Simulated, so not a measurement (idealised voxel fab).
The following is a process module called voxel released beams.
cross-section cut | 185 nm wide | cells 5 nm
Each cross-section below is a grid of square cells, stated as bands in top-down order, with one or more rows of cells making up each band.
Within each band entry, the heights of the top and of the bottom of the band appear first, in that order and in nm; the materials of the band then follow from left to right, each with its corresponding width in nm. The designation "throughout" on a single material indicates that it fills the band from edge to edge; the designation "empty" indicates empty space.
All heights in this document are referenced to 0, defined as the level beneath which the wafer, as received, consists entirely of one material. The lowest band is not bounded below; it extends indefinitely downward and is written in the form "0 and below".
A width such as "30..40" changes by the same amount from each row of cells to the next, from the band's top row to its bottom row.
"nothing altered" -> step changed no cross-section cell.
In "Closed void roster" the enclosed voids are listed, meaning empty spaces of 8 cells or larger without any opening to the top. The form is width x height at distance, distance from the left edge, units nm.
What comes after the settings on a step's line is commentary from the simulator itself on that step.
What "overlay nm" on a step's line means: if the step has a mask, that mask lay this far to the right of its planned place, or, when the value is negative, to the left.
List of planned process steps
1 RECEIVE,material Si
2 CONFORMAL_DEP,material Al2O3,thk nm 10
3 DIRECTIONAL_DEP,material SiO2,thk nm 15
4 DIRECTIONAL_DEP,material aC,thk nm 15
5 PATTERN,tone open,mask id ANCHOR,material resist,width nm 40,thk nm 35,overlay nm 0
6 DIRECTIONAL_ETCH,etch materials aC,depth nm 15
7 STRIP,etch materials resist
8 DIRECTIONAL_ETCH,etch materials SiO2,depth nm 15
9 STRIP,etch materials aC
10 CONFORMAL_DEP,material W,thk nm 15
11 MASKED_ETCH,tone cover,mask id BEAM,width nm 95,etch materials W,depth nm 15,overlay nm 0
12 STRIP,etch materials SiO2
All wafers enter the flow in the same state. The width nm at step 11 differs from wafer to wafer, and the plan gives the value for the first wafer.
Sectional view: first of several wafers, as received, after step 1
- 0 and below = Si throughout
- Closed void roster: none
Wafer cross-section (first of several) - module end, post step 12 (last step)
- 40 down to 25 = empty=40 / W=15 / empty=10 / W=70 / empty=50
- 25 down to 10 = empty=40 / W=40 / empty=105
- 10 down to 0 = Al2O3 throughout
- 0 and below = Si throughout
- Closed void roster: none
The module's end: a cross-section of the last wafer
- 40 down to 25 = empty=30 / W=25 / empty=10 / W=85 / empty=35
- 25 down to 10 = empty=40 / W=40 / empty=105
- 10 down to 0 = Al2O3 throughout
- 0 and below = Si throughout
- Closed void roster: none
Wafer rows; end of module; cells per material since receipt: (+) gained, (-) lost; then closed voids
width nm 95, +74 Al2O3, +75 W, Closed void roster: none
width nm 100, +74 Al2O3, +78 W, Closed void roster: none
width nm 105, +74 Al2O3, +81 W, Closed void roster: none
width nm 110, +74 Al2O3, +84 W, Closed void roster: none
width nm 115, +74 Al2O3, +87 W, Closed void roster: none
width nm 120, +74 Al2O3, +90 W, Closed void roster: none
